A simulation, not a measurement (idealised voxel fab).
The following process module bears the name voxel transistor to metal.
It is cross-section cut that appears here, measuring 300 nm in width, its square cells being 5 nm in size.
If you're reading a cross-section in this doc, picture square cells in a grid; it comes to you as bands, top ones listed first down to the bottom, and a band can be one or more rows of cells.
Heads up on the band format: heights come first, top then bottom, in nm. After that it's the materials left to right, each with its width in nm. A single material flagged "throughout" fills the whole band edge to edge, and "air" means there's empty space there.
We count height from 0. Below that, the starting wafer is all one material. The lowest band never ends at the bottom but goes on down; see "from 0 down" for how that is written.
Read "30..40" as a graded width: first number on top, second number at the bottom, same change between each pair of neighbouring rows.
Any step labelled "no change occurred" changed none of the cells in the cross-section.
Empty spaces without an open route to the top, at least 8 cells in extent, make up the entry "Enclosed void list"; each is given as width x height at distance, where the distance is measured from the left edge, and all are in nm.
On each step's line, the part that comes after the settings is the simulator's own comment on the step.
overlay nm: right-of-plan distance of the mask on a masked step; negative values mean left-of-plan.
Pairs, read this way: before one process step on the one hand, after it on the other, the after cross-section ending at the lowest band that changed; the step between, settings included, beneath. Same starting wafer throughout, but possibly different runs of this module, so no pair continues from the pair above unless its entry headed "Pre-step section" says so.
PRE-STEP SECTION
    from 55 to 50 = TiN: 40 / air: 10 / TiN: 65 / air: 10 / TiN: 50 / air: 10 / TiN: 65 / air: 10 / TiN: 40
    from 50 to 35 = SiO2: 35 / TiN: 5 / air: 10 / TiN: 5 / SiO2: 55 / TiN: 5 / air: 10 / TiN: 5 / SiO2: 40 / TiN: 5 / air: 10 / TiN: 5 / SiO2: 55 / TiN: 5 / air: 10 / TiN: 5 / SiO2: 35
    from 35 to 20 = SiO2: 35 / TiN: 5 / air: 10 / TiN: 5 / SiO2: 5 / SiN: 5 / SiO2: 5 / SiCN: 25 / SiO2: 5 / SiN: 5 / SiO2: 5 / TiN: 5 / air: 10 / TiN: 5 / SiO2: 40 / TiN: 5 / air: 10 / TiN: 5 / SiO2: 5 / SiN: 5 / SiO2: 5 / SiCN: 25 / SiO2: 5 / SiN: 5 / SiO2: 5 / TiN: 5 / air: 10 / TiN: 5 / SiO2: 35
    from 20 to 15 = SiO2: 35 / TiN: 5 / air: 10 / TiN: 5 / SiO2: 5 / SiN: 5 / SiO2: 5 / polySi: 25 / SiO2: 5 / SiN: 5 / SiO2: 5 / TiN: 5 / air: 10 / TiN: 5 / SiO2: 40 / TiN: 5 / air: 10 / TiN: 5 / SiO2: 5 / SiN: 5 / SiO2: 5 / polySi: 25 / SiO2: 5 / SiN: 5 / SiO2: 5 / TiN: 5 / air: 10 / TiN: 5 / SiO2: 35
    from 15 to 10 = SiO2: 35 / TiN: 20 / SiO2: 5 / SiN: 5 / SiO2: 5 / polySi: 25 / SiO2: 5 / SiN: 5 / SiO2: 5 / TiN: 20 / SiO2: 40 / TiN: 20 / SiO2: 5 / SiN: 5 / SiO2: 5 / polySi: 25 / SiO2: 5 / SiN: 5 / SiO2: 5 / TiN: 20 / SiO2: 35
    from 10 to 5 = SiO2: 45 / nSi: 15 / SiN: 5 / SiO2: 5 / polySi: 25 / SiO2: 5 / SiN: 5 / nSi: 15 / SiO2: 60 / nSi: 15 / SiN: 5 / SiO2: 5 / polySi: 25 / SiO2: 5 / SiN: 5 / nSi: 15 / SiO2: 45
    from 5 to 0 = SiO2: 25 / SiN: 5 / nSi: 30 / SiN: 5 / SiO2: 5 / polySi: 25 / SiO2: 5 / SiN: 5 / nSi: 30 / SiN: 5 / SiO2: 20 / SiN: 5 / nSi: 30 / SiN: 5 / SiO2: 5 / polySi: 25 / SiO2: 5 / SiN: 5 / nSi: 30 / SiN: 5 / SiO2: 25
    from 0 to -5 = SiO2: 30 / nSi: 30 / SiO2: 45 / nSi: 30 / SiO2: 30 / nSi: 30 / SiO2: 45 / nSi: 30 / SiO2: 30
    from -5 to -10 = SiO2: 35 / nSi: 25 / Si: 45 / nSi: 25 / SiO2: 40 / nSi: 25 / Si: 45 / nSi: 25 / SiO2: 35
    from -10 to -20 = SiO2: 30 / Si: 5 / nSi: 25 / Si: 45 / nSi: 25 / Si: 5 / SiO2: 30 / Si: 5 / nSi: 25 / Si: 45 / nSi: 25 / Si: 5 / SiO2: 30
    from -20 to -35 = SiO2: 30 / Si: 105 / SiO2: 30 / Si: 105 / SiO2: 30
    from -35 down = Si throughout
    Enclosed void list: none
STEP OUTCOME
    from 60 to 55 = W throughout
    from 55 to 50 = TiN: 40 / W: 10 / TiN: 65 / W: 10 / TiN: 50 / W: 10 / TiN: 65 / W: 10 / TiN: 40
    from 50 to 35 = SiO2: 35 / TiN: 5 / W: 10 / TiN: 5 / SiO2: 55 / TiN: 5 / W: 10 / TiN: 5 / SiO2: 40 / TiN: 5 / W: 10 / TiN: 5 / SiO2: 55 / TiN: 5 / W: 10 / TiN: 5 / SiO2: 35
    from 35 to 20 = SiO2: 35 / TiN: 5 / W: 10 / TiN: 5 / SiO2: 5 / SiN: 5 / SiO2: 5 / SiCN: 25 / SiO2: 5 / SiN: 5 / SiO2: 5 / TiN: 5 / W: 10 / TiN: 5 / SiO2: 40 / TiN: 5 / W: 10 / TiN: 5 / SiO2: 5 / SiN: 5 / SiO2: 5 / SiCN: 25 / SiO2: 5 / SiN: 5 / SiO2: 5 / TiN: 5 / W: 10 / TiN: 5 / SiO2: 35
    from 20 to 15 = SiO2: 35 / TiN: 5 / W: 10 / TiN: 5 / SiO2: 5 / SiN: 5 / SiO2: 5 / polySi: 25 / SiO2: 5 / SiN: 5 / SiO2: 5 / TiN: 5 / W: 10 / TiN: 5 / SiO2: 40 / TiN: 5 / W: 10 / TiN: 5 / SiO2: 5 / SiN: 5 / SiO2: 5 / polySi: 25 / SiO2: 5 / SiN: 5 / SiO2: 5 / TiN: 5 / W: 10 / TiN: 5 / SiO2: 35
    Rest of section, below 15: as before.
    Enclosed void list: none
The structure shown above changes from one cross-section to the other through FILL_DEP | material W | thk nm 5
Pre-step section: the cross-section after the pair above
STEP OUTCOME
    from 50 to 35 = SiO2: 35 / TiN: 5 / W: 10 / TiN: 5 / SiO2: 55 / TiN: 5 / W: 10 / TiN: 5 / SiO2: 40 / TiN: 5 / W: 10 / TiN: 5 / SiO2: 55 / TiN: 5 / W: 10 / TiN: 5 / SiO2: 35
    Rest of section, below 35: as before.
    Enclosed void list: none
The structure shown above changes from one cross-section to the other through CMP | height nm 50
Pre-step section: the cross-section after the pair above
STEP OUTCOME
    from 55 to 50 = SiCN throughout
    Rest of section, below 50: as before.
    Enclosed void list: none
The structure shown above changes from one cross-section to the other through CONFORMAL_DEP | material SiCN | thk nm 5
Pre-step section: the cross-section after the pair above
STEP OUTCOME
    from 80 to 55 = SiO2 throughout
    Rest of section, below 55: as before.
    Enclosed void list: none
The structure shown above changes from one cross-section to the other through DIRECTIONAL_DEP | material SiO2 | thk nm 25
Pre-step section: the cross-section after the pair above
STEP OUTCOME
    from 95 to 80 = resist: 35 / air: 20 / resist: 55 / air: 20 / resist: 40 / air: 20 / resist: 55 / air: 20 / resist: 35
    Rest of section, below 80: as before.
    Enclosed void list: none
The structure shown above changes from one cross-section to the other through PATTERN | tone open | mask id METAL_1 | material resist | width nm 20 | thk nm 15 | overlay nm 0
Pre-step section: the cross-section after the pair above
STEP OUTCOME
    from 95 to 80 = resist: 35 / air: 20 / resist: 55 / air: 20 / resist: 40 / air: 20 / resist: 55 / air: 20 / resist: 35
    from 80 to 55 = SiO2: 35 / air: 20 / SiO2: 55 / air: 20 / SiO2: 40 / air: 20 / SiO2: 55 / air: 20 / SiO2: 35
    Rest of section, below 55: as before.
    Enclosed void list: none
The structure shown above changes from one cross-section to the other through DIRECTIONAL_ETCH | etch materials SiO2 | depth nm 25
Pre-step section: the cross-section after the pair above
STEP OUTCOME
    from 95 to 80 = resist: 35 / air: 20 / resist: 55 / air: 20 / resist: 40 / air: 20 / resist: 55 / air: 20 / resist: 35
    from 80 to 55 = SiO2: 35 / air: 20 / SiO2: 55 / air: 20 / SiO2: 40 / air: 20 / SiO2: 55 / air: 20 / SiO2: 35
    from 55 to 50 = SiCN: 35 / air: 20 / SiCN: 55 / air: 20 / SiCN: 40 / air: 20 / SiCN: 55 / air: 20 / SiCN: 35
    Rest of section, below 50: as before.
    Enclosed void list: none
The structure shown above changes from one cross-section to the other through DIRECTIONAL_ETCH | etch materials SiCN | depth nm 5
Pre-step section: the cross-section after the pair above
STEP OUTCOME
    from 80 to 55 = SiO2: 35 / air: 20 / SiO2: 55 / air: 20 / SiO2: 40 / air: 20 / SiO2: 55 / air: 20 / SiO2: 35
    Rest of section, below 55: as before.
    Enclosed void list: none
The structure shown above changes from one cross-section to the other through STRIP | etch materials resist
Pre-step section: the cross-section after the pair above
STEP OUTCOME
    from 85 to 80 = TiN: 40 / air: 10 / TiN: 65 / air: 10 / TiN: 50 / air: 10 / TiN: 65 / air: 10 / TiN: 40
    from 80 to 55 = SiO2: 35 / TiN: 5 / air: 10 / TiN: 5 / SiO2: 55 / TiN: 5 / air: 10 / TiN: 5 / SiO2: 40 / TiN: 5 / air: 10 / TiN: 5 / SiO2: 55 / TiN: 5 / air: 10 / TiN: 5 / SiO2: 35
    from 55 to 50 = SiCN: 35 / TiN: 20 / SiCN: 55 / TiN: 20 / SiCN: 40 / TiN: 20 / SiCN: 55 / TiN: 20 / SiCN: 35
    Rest of section, below 50: as before.
    Enclosed void list: none
The structure shown above changes from one cross-section to the other through CONFORMAL_DEP | material TiN | thk nm 5
Pre-step section: the cross-section after the pair above
STEP OUTCOME
    from 95 to 85 = W throughout
    from 85 to 80 = TiN: 40 / W: 10 / TiN: 65 / W: 10 / TiN: 50 / W: 10 / TiN: 65 / W: 10 / TiN: 40
    from 80 to 55 = SiO2: 35 / TiN: 5 / W: 10 / TiN: 5 / SiO2: 55 / TiN: 5 / W: 10 / TiN: 5 / SiO2: 40 / TiN: 5 / W: 10 / TiN: 5 / SiO2: 55 / TiN: 5 / W: 10 / TiN: 5 / SiO2: 35
    Rest of section, below 55: as before.
    Enclosed void list: none
The structure shown above changes from one cross-section to the other through FILL_DEP | material W | thk nm 10
Pre-step section: the cross-section after the pair above
STEP OUTCOME
    from 80 to 55 = SiO2: 35 / TiN: 5 / W: 10 / TiN: 5 / SiO2: 55 / TiN: 5 / W: 10 / TiN: 5 / SiO2: 40 / TiN: 5 / W: 10 / TiN: 5 / SiO2: 55 / TiN: 5 / W: 10 / TiN: 5 / SiO2: 35
    Rest of section, below 55: as before.
    Enclosed void list: none
The structure shown above changes from one cross-section to the other through CMP | height nm 80
Pre-step section: the cross-section after the pair above
STEP OUTCOME
    from 85 to 80 = SiCN throughout
    Rest of section, below 80: as before.
    Enclosed void list: none
The structure shown above changes from one cross-section to the other through CONFORMAL_DEP | material SiCN | thk nm 5
PRE-STEP SECTION
    from 35 to 30 = air: 60 / SiN: 5 / air: 5 / SiCN: 25 / air: 5 / SiN: 5 / air: 90 / SiN: 5 / air: 5 / SiCN: 25 / air: 5 / SiN: 5 / air: 60
    from 30 to 20 = air: 60 / SiN: 5 / SiO2: 5 / SiCN: 25 / SiO2: 5 / SiN: 5 / air: 90 / SiN: 5 / SiO2: 5 / SiCN: 25 / SiO2: 5 / SiN: 5 / air: 60
    from 20 to 5 = air: 60 / SiN: 5 / SiO2: 5 / polySi: 25 / SiO2: 5 / SiN: 5 / air: 90 / SiN: 5 / SiO2: 5 / polySi: 25 / SiO2: 5 / SiN: 5 / air: 60
    from 5 to 0 = air: 30 / SiN: 5 / air: 25 / SiN: 5 / SiO2: 5 / polySi: 25 / SiO2: 5 / SiN: 5 / air: 25 / SiN: 5 / air: 30 / SiN: 5 / air: 25 / SiN: 5 / SiO2: 5 / polySi: 25 / SiO2: 5 / SiN: 5 / air: 25 / SiN: 5 / air: 30
    from 0 to -5 = SiO2: 35 / air: 25 / SiO2: 45 / air: 25 / SiO2: 40 / air: 25 / SiO2: 45 / air: 25 / SiO2: 35
    from -5 to -20 = SiO2: 30 / Si: 5 / air: 25 / Si: 45 / air: 25 / Si: 5 / SiO2: 30 / Si: 5 / air: 25 / Si: 45 / air: 25 / Si: 5 / SiO2: 30
    from -20 to -35 = SiO2: 30 / Si: 105 / SiO2: 30 / Si: 105 / SiO2: 30
    from -35 down = Si throughout
    Enclosed void list: none
STEP OUTCOME
    from 35 to 30 = air: 60 / SiN: 5 / air: 5 / SiCN: 25 / air: 5 / SiN: 5 / air: 90 / SiN: 5 / air: 5 / SiCN: 25 / air: 5 / SiN: 5 / air: 60
    from 30 to 20 = air: 60 / SiN: 5 / SiO2: 5 / SiCN: 25 / SiO2: 5 / SiN: 5 / air: 90 / SiN: 5 / SiO2: 5 / SiCN: 25 / SiO2: 5 / SiN: 5 / air: 60
    from 20 to 5 = air: 60 / SiN: 5 / SiO2: 5 / polySi: 25 / SiO2: 5 / SiN: 5 / air: 90 / SiN: 5 / SiO2: 5 / polySi: 25 / SiO2: 5 / SiN: 5 / air: 60
    from 5 to 0 = air: 30 / SiN: 5 / nSi: 10 / air: 5 / nSi: 10 / SiN: 5 / SiO2: 5 / polySi: 25 / SiO2: 5 / SiN: 5 / nSi: 10 / air: 5 / nSi: 10 / SiN: 5 / air: 30 / SiN: 5 / nSi: 10 / air: 5 / nSi: 10 / SiN: 5 / SiO2: 5 / polySi: 25 / SiO2: 5 / SiN: 5 / nSi: 10 / air: 5 / nSi: 10 / SiN: 5 / air: 30
    from 0 to -5 = SiO2: 35 / nSi: 10 / air: 5 / nSi: 10 / SiO2: 45 / nSi: 10 / air: 5 / nSi: 10 / SiO2: 40 / nSi: 10 / air: 5 / nSi: 10 / SiO2: 45 / nSi: 10 / air: 5 / nSi: 10 / SiO2: 35
    from -5 to -10 = SiO2: 30 / Si: 5 / nSi: 10 / air: 5 / nSi: 10 / Si: 45 / nSi: 10 / air: 5 / nSi: 10 / Si: 5 / SiO2: 30 / Si: 5 / nSi: 10 / air: 5 / nSi: 10 / Si: 45 / nSi: 10 / air: 5 / nSi: 10 / Si: 5 / SiO2: 30
    from -10 to -20 = SiO2: 30 / Si: 5 / nSi: 25 / Si: 45 / nSi: 25 / Si: 5 / SiO2: 30 / Si: 5 / nSi: 25 / Si: 45 / nSi: 25 / Si: 5 / SiO2: 30
    Rest of section, below -20: as before.
    Enclosed void list: none
The structure shown above changes from one cross-section to the other through EPI | material nSi | thk nm 10
Pre-step section: the cross-section after the pair above
STEP OUTCOME
    from 45 to 35 = SiO2 throughout
    from 35 to 20 = SiO2: 60 / SiN: 5 / SiO2: 5 / SiCN: 25 / SiO2: 5 / SiN: 5 / SiO2: 90 / SiN: 5 / SiO2: 5 / SiCN: 25 / SiO2: 5 / SiN: 5 / SiO2: 60
    from 20 to 5 = SiO2: 60 / SiN: 5 / SiO2: 5 / polySi: 25 / SiO2: 5 / SiN: 5 / SiO2: 90 / SiN: 5 / SiO2: 5 / polySi: 25 / SiO2: 5 / SiN: 5 / SiO2: 60
    from 5 to 0 = SiO2: 30 / SiN: 5 / nSi: 10 / SiO2: 5 / nSi: 10 / SiN: 5 / SiO2: 5 / polySi: 25 / SiO2: 5 / SiN: 5 / nSi: 10 / SiO2: 5 / nSi: 10 / SiN: 5 / SiO2: 30 / SiN: 5 / nSi: 10 / SiO2: 5 / nSi: 10 / SiN: 5 / SiO2: 5 / polySi: 25 / SiO2: 5 / SiN: 5 / nSi: 10 / SiO2: 5 / nSi: 10 / SiN: 5 / SiO2: 30
    from 0 to -5 = SiO2: 35 / nSi: 10 / SiO2: 5 / nSi: 10 / SiO2: 45 / nSi: 10 / SiO2: 5 / nSi: 10 / SiO2: 40 / nSi: 10 / SiO2: 5 / nSi: 10 / SiO2: 45 / nSi: 10 / SiO2: 5 / nSi: 10 / SiO2: 35
    from -5 to -10 = SiO2: 30 / Si: 5 / nSi: 10 / SiO2: 5 / nSi: 10 / Si: 45 / nSi: 10 / SiO2: 5 / nSi: 10 / Si: 5 / SiO2: 30 / Si: 5 / nSi: 10 / SiO2: 5 / nSi: 10 / Si: 45 / nSi: 10 / SiO2: 5 / nSi: 10 / Si: 5 / SiO2: 30
    Rest of section, below -10: as before.
    Enclosed void list: none
The structure shown above changes from one cross-section to the other through FILL_DEP | material SiO2 | thk nm 10
Pre-step section: the cross-section after the pair above
STEP OUTCOME
    from 35 to 20 = SiO2: 60 / SiN: 5 / SiO2: 5 / SiCN: 25 / SiO2: 5 / SiN: 5 / SiO2: 90 / SiN: 5 / SiO2: 5 / SiCN: 25 / SiO2: 5 / SiN: 5 / SiO2: 60
    Rest of section, below 20: as before.
    Enclosed void list: none
The structure shown above changes from one cross-section to the other through CMP | height nm 35
Pre-step section: the cross-section after the pair above
STEP OUTCOME
    from 50 to 35 = SiO2 throughout
    Rest of section, below 35: as before.
    Enclosed void list: none
The structure shown above changes from one cross-section to the other through DIRECTIONAL_DEP | material SiO2 | thk nm 15
Pre-step section: the cross-section after the pair above
STEP OUTCOME
    from 65 to 50 = resist: 35 / air: 20 / resist: 55 / air: 20 / resist: 40 / air: 20 / resist: 55 / air: 20 / resist: 35
    Rest of section, below 50: as before.
    Enclosed void list: none
The structure shown above changes from one cross-section to the other through PATTERN | tone open | mask id CONTACT | material resist | width nm 20 | thk nm 15 | overlay nm 0
Pre-step section: the cross-section after the pair above
STEP OUTCOME
    from 65 to 50 = resist: 35 / air: 20 / resist: 55 / air: 20 / resist: 40 / air: 20 / resist: 55 / air: 20 / resist: 35
    from 50 to 35 = SiO2: 35 / air: 20 / SiO2: 55 / air: 20 / SiO2: 40 / air: 20 / SiO2: 55 / air: 20 / SiO2: 35
    from 35 to 20 = SiO2: 35 / air: 20 / SiO2: 5 / SiN: 5 / SiO2: 5 / SiCN: 25 / SiO2: 5 / SiN: 5 / SiO2: 5 / air: 20 / SiO2: 40 / air: 20 / SiO2: 5 / SiN: 5 / SiO2: 5 / SiCN: 25 / SiO2: 5 / SiN: 5 / SiO2: 5 / air: 20 / SiO2: 35
    from 20 to 10 = SiO2: 35 / air: 20 / SiO2: 5 / SiN: 5 / SiO2: 5 / polySi: 25 / SiO2: 5 / SiN: 5 / SiO2: 5 / air: 20 / SiO2: 40 / air: 20 / SiO2: 5 / SiN: 5 / SiO2: 5 / polySi: 25 / SiO2: 5 / SiN: 5 / SiO2: 5 / air: 20 / SiO2: 35
    Rest of section, below 10: as before.
    Enclosed void list: none
The structure shown above changes from one cross-section to the other through DIRECTIONAL_ETCH | etch materials SiO2 | depth nm 40
Pre-step section: the cross-section after the pair above
STEP OUTCOME
    from 50 to 35 = SiO2: 35 / air: 20 / SiO2: 55 / air: 20 / SiO2: 40 / air: 20 / SiO2: 55 / air: 20 / SiO2: 35
    Rest of section, below 35: as before.
    Enclosed void list: none
The structure shown above changes from one cross-section to the other through STRIP | etch materials resist
Pre-step section: the cross-section after the pair above
STEP OUTCOME
    from 55 to 50 = TiN: 40 / air: 10 / TiN: 65 / air: 10 / TiN: 50 / air: 10 / TiN: 65 / air: 10 / TiN: 40
    from 50 to 35 = SiO2: 35 / TiN: 5 / air: 10 / TiN: 5 / SiO2: 55 / TiN: 5 / air: 10 / TiN: 5 / SiO2: 40 / TiN: 5 / air: 10 / TiN: 5 / SiO2: 55 / TiN: 5 / air: 10 / TiN: 5 / SiO2: 35
    from 35 to 20 = SiO2: 35 / TiN: 5 / air: 10 / TiN: 5 / SiO2: 5 / SiN: 5 / SiO2: 5 / SiCN: 25 / SiO2: 5 / SiN: 5 / SiO2: 5 / TiN: 5 / air: 10 / TiN: 5 / SiO2: 40 / TiN: 5 / air: 10 / TiN: 5 / SiO2: 5 / SiN: 5 / SiO2: 5 / SiCN: 25 / SiO2: 5 / SiN: 5 / SiO2: 5 / TiN: 5 / air: 10 / TiN: 5 / SiO2: 35
    from 20 to 15 = SiO2: 35 / TiN: 5 / air: 10 / TiN: 5 / SiO2: 5 / SiN: 5 / SiO2: 5 / polySi: 25 / SiO2: 5 / SiN: 5 / SiO2: 5 / TiN: 5 / air: 10 / TiN: 5 / SiO2: 40 / TiN: 5 / air: 10 / TiN: 5 / SiO2: 5 / SiN: 5 / SiO2: 5 / polySi: 25 / SiO2: 5 / SiN: 5 / SiO2: 5 / TiN: 5 / air: 10 / TiN: 5 / SiO2: 35
    from 15 to 10 = SiO2: 35 / TiN: 20 / SiO2: 5 / SiN: 5 / SiO2: 5 / polySi: 25 / SiO2: 5 / SiN: 5 / SiO2: 5 / TiN: 20 / SiO2: 40 / TiN: 20 / SiO2: 5 / SiN: 5 / SiO2: 5 / polySi: 25 / SiO2: 5 / SiN: 5 / SiO2: 5 / TiN: 20 / SiO2: 35
    Rest of section, below 10: as before.
    Enclosed void list: none
The structure shown above changes from one cross-section to the other through CONFORMAL_DEP | material TiN | thk nm 5
Pre-step section: the cross-section after the pair above
STEP OUTCOME
    from 60 to 55 = W throughout
    from 55 to 50 = TiN: 40 / W: 10 / TiN: 65 / W: 10 / TiN: 50 / W: 10 / TiN: 65 / W: 10 / TiN: 40
    from 50 to 35 = SiO2: 35 / TiN: 5 / W: 10 / TiN: 5 / SiO2: 55 / TiN: 5 / W: 10 / TiN: 5 / SiO2: 40 / TiN: 5 / W: 10 / TiN: 5 / SiO2: 55 / TiN: 5 / W: 10 / TiN: 5 / SiO2: 35
    from 35 to 20 = SiO2: 35 / TiN: 5 / W: 10 / TiN: 5 / SiO2: 5 / SiN: 5 / SiO2: 5 / SiCN: 25 / SiO2: 5 / SiN: 5 / SiO2: 5 / TiN: 5 / W: 10 / TiN: 5 / SiO2: 40 / TiN: 5 / W: 10 / TiN: 5 / SiO2: 5 / SiN: 5 / SiO2: 5 / SiCN: 25 / SiO2: 5 / SiN: 5 / SiO2: 5 / TiN: 5 / W: 10 / TiN: 5 / SiO2: 35
    from 20 to 15 = SiO2: 35 / TiN: 5 / W: 10 / TiN: 5 / SiO2: 5 / SiN: 5 / SiO2: 5 / polySi: 25 / SiO2: 5 / SiN: 5 / SiO2: 5 / TiN: 5 / W: 10 / TiN: 5 / SiO2: 40 / TiN: 5 / W: 10 / TiN: 5 / SiO2: 5 / SiN: 5 / SiO2: 5 / polySi: 25 / SiO2: 5 / SiN: 5 / SiO2: 5 / TiN: 5 / W: 10 / TiN: 5 / SiO2: 35
    Rest of section, below 15: as before.
    Enclosed void list: none
The structure shown above changes from one cross-section to the other through FILL_DEP | material W | thk nm 5
Pre-step section: the cross-section after the pair above
STEP OUTCOME
    from 50 to 35 = SiO2: 35 / TiN: 5 / W: 10 / TiN: 5 / SiO2: 55 / TiN: 5 / W: 10 / TiN: 5 / SiO2: 40 / TiN: 5 / W: 10 / TiN: 5 / SiO2: 55 / TiN: 5 / W: 10 / TiN: 5 / SiO2: 35
    Rest of section, below 35: as before.
    Enclosed void list: none
The structure shown above changes from one cross-section to the other through CMP | height nm 50
Pre-step section: the cross-section after the pair above
STEP OUTCOME
    from 55 to 50 = SiCN throughout
    Rest of section, below 50: as before.
    Enclosed void list: none
The structure shown above changes from one cross-section to the other through CONFORMAL_DEP | material SiCN | thk nm 5
Pre-step section: the cross-section after the pair above
STEP OUTCOME
    from 80 to 55 = SiO2 throughout
    Rest of section, below 55: as before.
    Enclosed void list: none
The structure shown above changes from one cross-section to the other through DIRECTIONAL_DEP | material SiO2 | thk nm 25
Pre-step section: the cross-section after the pair above
STEP OUTCOME
    from 95 to 80 = resist: 35 / air: 20 / resist: 55 / air: 20 / resist: 40 / air: 20 / resist: 55 / air: 20 / resist: 35
    Rest of section, below 80: as before.
    Enclosed void list: none
The structure shown above changes from one cross-section to the other through PATTERN | tone open | mask id METAL_1 | material resist | width nm 20 | thk nm 15 | overlay nm 0
Pre-step section: the cross-section after the pair above
STEP OUTCOME
    from 95 to 80 = resist: 35 / air: 20 / resist: 55 / air: 20 / resist: 40 / air: 20 / resist: 55 / air: 20 / resist: 35
    from 80 to 55 = SiO2: 35 / air: 20 / SiO2: 55 / air: 20 / SiO2: 40 / air: 20 / SiO2: 55 / air: 20 / SiO2: 35
    Rest of section, below 55: as before.
    Enclosed void list: none
The structure shown above changes from one cross-section to the other through DIRECTIONAL_ETCH | etch materials SiO2 | depth nm 25
Pre-step section: the cross-section after the pair above
STEP OUTCOME
    from 95 to 80 = resist: 35 / air: 20 / resist: 55 / air: 20 / resist: 40 / air: 20 / resist: 55 / air: 20 / resist: 35
    from 80 to 55 = SiO2: 35 / air: 20 / SiO2: 55 / air: 20 / SiO2: 40 / air: 20 / SiO2: 55 / air: 20 / SiO2: 35
    from 55 to 50 = SiCN: 35 / air: 20 / SiCN: 55 / air: 20 / SiCN: 40 / air: 20 / SiCN: 55 / air: 20 / SiCN: 35
    Rest of section, below 50: as before.
    Enclosed void list: none
The structure shown above changes from one cross-section to the other through DIRECTIONAL_ETCH | etch materials SiCN | depth nm 5
Pre-step section: the cross-section after the pair above
STEP OUTCOME
    from 80 to 55 = SiO2: 35 / air: 20 / SiO2: 55 / air: 20 / SiO2: 40 / air: 20 / SiO2: 55 / air: 20 / SiO2: 35
    Rest of section, below 55: as before.
    Enclosed void list: none
The structure shown above changes from one cross-section to the other through STRIP | etch materials resist
Pre-step section: the cross-section after the pair above
STEP OUTCOME
    from 85 to 80 = TiN: 40 / air: 10 / TiN: 65 / air: 10 / TiN: 50 / air: 10 / TiN: 65 / air: 10 / TiN: 40
    from 80 to 55 = SiO2: 35 / TiN: 5 / air: 10 / TiN: 5 / SiO2: 55 / TiN: 5 / air: 10 / TiN: 5 / SiO2: 40 / TiN: 5 / air: 10 / TiN: 5 / SiO2: 55 / TiN: 5 / air: 10 / TiN: 5 / SiO2: 35
    from 55 to 50 = SiCN: 35 / TiN: 20 / SiCN: 55 / TiN: 20 / SiCN: 40 / TiN: 20 / SiCN: 55 / TiN: 20 / SiCN: 35
    Rest of section, below 50: as before.
    Enclosed void list: none
The structure shown above changes from one cross-section to the other through CONFORMAL_DEP | material TiN | thk nm 5
Pre-step section: the cross-section after the pair above
STEP OUTCOME
    from 95 to 85 = W throughout
    from 85 to 80 = TiN: 40 / W: 10 / TiN: 65 / W: 10 / TiN: 50 / W: 10 / TiN: 65 / W: 10 / TiN: 40
    from 80 to 55 = SiO2: 35 / TiN: 5 / W: 10 / TiN: 5 / SiO2: 55 / TiN: 5 / W: 10 / TiN: 5 / SiO2: 40 / TiN: 5 / W: 10 / TiN: 5 / SiO2: 55 / TiN: 5 / W: 10 / TiN: 5 / SiO2: 35
    Rest of section, below 55: as before.
    Enclosed void list: none
The structure shown above changes from one cross-section to the other through FILL_DEP | material W | thk nm 10
Pre-step section: the cross-section after the pair above
STEP OUTCOME
    from 80 to 55 = SiO2: 35 / TiN: 5 / W: 10 / TiN: 5 / SiO2: 55 / TiN: 5 / W: 10 / TiN: 5 / SiO2: 40 / TiN: 5 / W: 10 / TiN: 5 / SiO2: 55 / TiN: 5 / W: 10 / TiN: 5 / SiO2: 35
    Rest of section, below 55: as before.
    Enclosed void list: none
The structure shown above changes from one cross-section to the other through CMP | height nm 80
Pre-step section: the cross-section after the pair above
STEP OUTCOME
    from 85 to 80 = SiCN throughout
    Rest of section, below 80: as before.
    Enclosed void list: none
The structure shown above changes from one cross-section to the other through CONFORMAL_DEP | material SiCN | thk nm 5
